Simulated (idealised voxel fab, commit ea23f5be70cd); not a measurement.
The process module presented herein is designated voxel air gaps.
Shown is cross-section cut, with a width of 285 nm and square cells of size 5 nm.
In this document a cross-section is written as a grid of square cells. It is given as a series of bands, listed from the top down, and a band is one or more rows of cells. Band: top height; bottom height; in nm. Then, left to right: material with width in nm, for each material. "all across": a single material spanning edge to edge. "air": empty space. Height datum 0, below which the as-received substrate wafer is one material. Lowest band open at the bottom, running downward: "z 0 and below". Read "30 to 40" as a graded width: first number on top, second number at the bottom, same change between each pair of neighbouring rows. A step reported as "all unchanged" is a step in which no cell of the cross-section changed. Under "Sealed cavities" you'll find the enclosed gaps, the ones with no way out to the top, that are 8 cells or bigger; each reads width x height at distance, with distance counted from the left edge, everything in nm. On a step's line, text after the settings is the simulator commenting on that step. A step's line can hold "overlay nm"; with a mask on that step, the setting says how far right of the planned place the mask lay, while a negative setting says it lay to the left.

### Process steps - plan
- 1: op RECEIVE | material Si
- 2: op CONFORMAL_DEP | material SiO2 | thk nm 10
- 3: op CONFORMAL_DEP | material SiN | thk nm 5
- 4: op DIRECTIONAL_DEP | material lowk | thk nm 40
- 5: op PATTERN | tone open | mask id LINES | material resist | width nm 15 | pitch nm 45 | thk nm 15 | overlay nm 0
- 6: op DIRECTIONAL_ETCH | etch materials lowk | depth nm 40
- 7: op STRIP | etch materials resist
- 8: op CONFORMAL_DEP | material TiN | thk nm 5
- 9: op FILL_DEP | material W | thk nm 5
- 10: op CMP | height nm 55
- 11: op EPI | material Ru | thk nm 10
- 12: op SELECTIVE_ETCH | etch materials lowk | depth nm 50
- 13: op CONFORMAL_DEP | material SiN | thk nm 5

### As received (post step 1): cross-section
  z 0 and below: Si all across
  Sealed cavities: none

### First of two wafers, end-of-module section, run followed plan
  z 70 to 65: air (75); SiN (135); air (75)
  z 65 to 55: air (75); SiN (5); Ru (35); SiN (10); Ru (35); SiN (10); Ru (35); SiN (5); air (75)
  z 55 to 50: air (75); SiN (15); TiN (5); W (5); TiN (5); SiN (30); TiN (5); W (5); TiN (5); SiN (30); TiN (5); W (5); TiN (5); SiN (15); air (75)
  z 50 to 20: air (85); SiN (5); TiN (5); W (5); TiN (5); SiN (5); air (20); SiN (5); TiN (5); W (5); TiN (5); SiN (5); air (20); SiN (5); TiN (5); W (5); TiN (5); SiN (5); air (85)
  z 20 to 15: SiN (90); TiN (15); SiN (30); TiN (15); SiN (30); TiN (15); SiN (90)
  z 15 to 10: SiN all across
  z 10 to 0: SiO2 all across
  z 0 and below: Si all across
  Sealed cavities: 20 x 30 at 110; 20 x 30 at 155

### Same start, same plan as the first wafer - but one mistake in the run. Cross-section of the second of the two at the end of the module
  z 70 to 65: air (75); SiN (135); air (75)
  z 65 to 55: air (75); SiN (5); Ru (35); SiN (10); Ru (35); SiN (10); Ru (35); SiN (5); air (75)
  z 55 to 20: air (75); SiN (5); Ru (10); TiN (5); W (5); TiN (5); Ru (10); SiN (10); Ru (10); TiN (5); W (5); TiN (5); Ru (10); SiN (10); Ru (10); TiN (5); W (5); TiN (5); Ru (10); SiN (5); air (75)
  z 20 to 15: SiN (80); Ru (10); TiN (15); Ru (10); SiN (10); Ru (10); TiN (15); Ru (10); SiN (10); Ru (10); TiN (15); Ru (10); SiN (80)
  z 15 to 10: SiN all across
  z 10 to 0: SiO2 all across
  z 0 and below: Si all across
  Sealed cavities: none
Diagnosis: a sequencing error occurred in which plan steps 11 and 12 were transposed
Materials where the second wafer ends with more or fewer cells than the first: +96 Ru; -24 SiN
The second wafer ends with 0 closed voids, and the first wafer ends with 2.
